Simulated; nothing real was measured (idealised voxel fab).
Process module in this document: voxel self aligned contacts
255 nm wide, 5 nm square cells: that's cross-section cut.
This document writes a cross-section as a grid whose cells are square, and gives it as bands, listed from the top down; one or more rows of cells form a band. In this notation a band is specified by the heights of its top and bottom, in that order and in nm, after which its materials appear from left to right, each paired with its width in nm. The word "all across" attached to a single material means that material fills the band from edge to edge; the word "blank" stands for empty space. It should be noted that heights are counted from 0, beneath which the wafer as supplied is of one material throughout, and that the lowest band possesses no lower boundary but continues downward, as written in "top 0, no bottom". Width: "30 to 40" (first number = top row, second number = bottom row, same change from row to row of cells). Where a step carries "left unchanged", the cross-section came out of it unchanged, cell for cell. You'll see "Enclosed internal voids" listing empty spaces that have no way open to the top, as long as they're 8 cells or more; the notation is width x height at distance, where the distance is from the left edge, and all of it is in nm. Read whatever lies past the settings on a step's line as the simulator's own remark about the step. On any step carrying a mask, the "overlay nm" setting, if present on the step's line, tells how far right of its planned place the mask lay; negative values point to the left.
## Below is the list of planned process steps
step 1: RECEIVE: material Si
step 2: OXIDIZE: depth nm 5
step 3: DIRECTIONAL_DEP: material polySi, thk nm 20
step 4: DIRECTIONAL_DEP: material SiN, thk nm 20
step 5: DIRECTIONAL_DEP: material aC, thk nm 10
step 6: PATTERN: tone cover, mask id GATE, material resist, width nm 35, pitch nm 60, thk nm 30, overlay nm 0
step 7: DIRECTIONAL_ETCH: etch materials aC, depth nm 10
step 8: STRIP: etch materials resist
step 9: DIRECTIONAL_ETCH: etch materials SiN, depth nm 20
step 10: DIRECTIONAL_ETCH: etch materials polySi, depth nm 20
step 11: STRIP: etch materials aC
step 12: CONFORMAL_DEP: material SiN, thk nm 5
step 13: DIRECTIONAL_ETCH: etch materials SiN, depth nm 5
step 14: FILL_DEP: material SiO2, thk nm 15
step 15: CMP: height nm 45
step 16: DIRECTIONAL_DEP: material aC, thk nm 10
step 17: PATTERN: tone open, mask id CONTACT, material resist, width nm 35, pitch nm 60, thk nm 25, overlay nm 0
step 18: DIRECTIONAL_ETCH: etch materials aC, depth nm 10
step 19: STRIP: etch materials resist
step 20: DIRECTIONAL_ETCH: etch materials SiO2, depth nm 50
step 21: STRIP: etch materials aC
step 22: CONFORMAL_DEP: material TiN, thk nm 5
step 23: FILL_DEP: material W, thk nm 10
step 24: CMP: height nm 45
step 25: CONFORMAL_DEP: material SiCN, thk nm 5
## Cross-sectional view of the wafer in its as-received condition, corresponding to the state after step 1
top 0, no bottom  Si all across
Enclosed internal voids: none
## Cross-sectional image of the first of two wafers at the end of the module, the run having proceeded as planned
top 50, bottom 45  SiCN all across
top 45, bottom 40  SiO2 80 / TiN 15 / W 5 / TiN 15 / SiO2 25 / TiN 15 / W 5 / TiN 15 / SiO2 80
top 40, bottom 20  SiO2 45 / SiN 45 / TiN 5 / W 5 / TiN 5 / SiN 45 / TiN 5 / W 5 / TiN 5 / SiN 45 / SiO2 45
top 20, bottom 0  SiO2 45 / SiN 5 / polySi 35 / SiN 5 / TiN 5 / W 5 / TiN 5 / SiN 5 / polySi 35 / SiN 5 / TiN 5 / W 5 / TiN 5 / SiN 5 / polySi 35 / SiN 5 / SiO2 45
top 0, bottom -5  SiO2 90 / TiN 15 / SiO2 45 / TiN 15 / SiO2 90
top -5, no bottom  Si all across
Enclosed internal voids: none
## Cross-sectional view: second of two wafers, end of module; start and plan identical to the first, one mistake in running
top 50, bottom 45  SiCN all across
top 45, bottom 40  SiO2 80 / TiN 15 / W 10 / TiN 10 / SiO2 25 / TiN 15 / W 10 / TiN 10 / SiO2 80
top 40, bottom 20  SiO2 50 / SiN 40 / TiN 5 / W 10 / TiN 5 / SiN 40 / TiN 5 / W 10 / TiN 5 / SiN 40 / SiO2 45
top 20, bottom 0  SiO2 50 / SiN 5 / polySi 30 / SiN 5 / TiN 5 / W 10 / TiN 5 / SiN 5 / polySi 30 / SiN 5 / TiN 5 / W 10 / TiN 5 / SiN 5 / polySi 30 / SiN 5 / SiO2 45
top 0, bottom -5  SiO2 90 / TiN 20 / SiO2 40 / TiN 20 / SiO2 85
top -5, no bottom  Si all across
Enclosed internal voids: none
Which mistake was made when the wafer was run? the process deviated at step 6: the operation and settings actually run there were PATTERN: tone cover, mask id GATE, material resist, width nm 30, pitch nm 60, thk nm 30, overlay nm 0
Count the cells at the end and the second wafer has more or fewer of some materials than the first: -12 SiN | +6 SiO2 | +18 W | -12 polySi
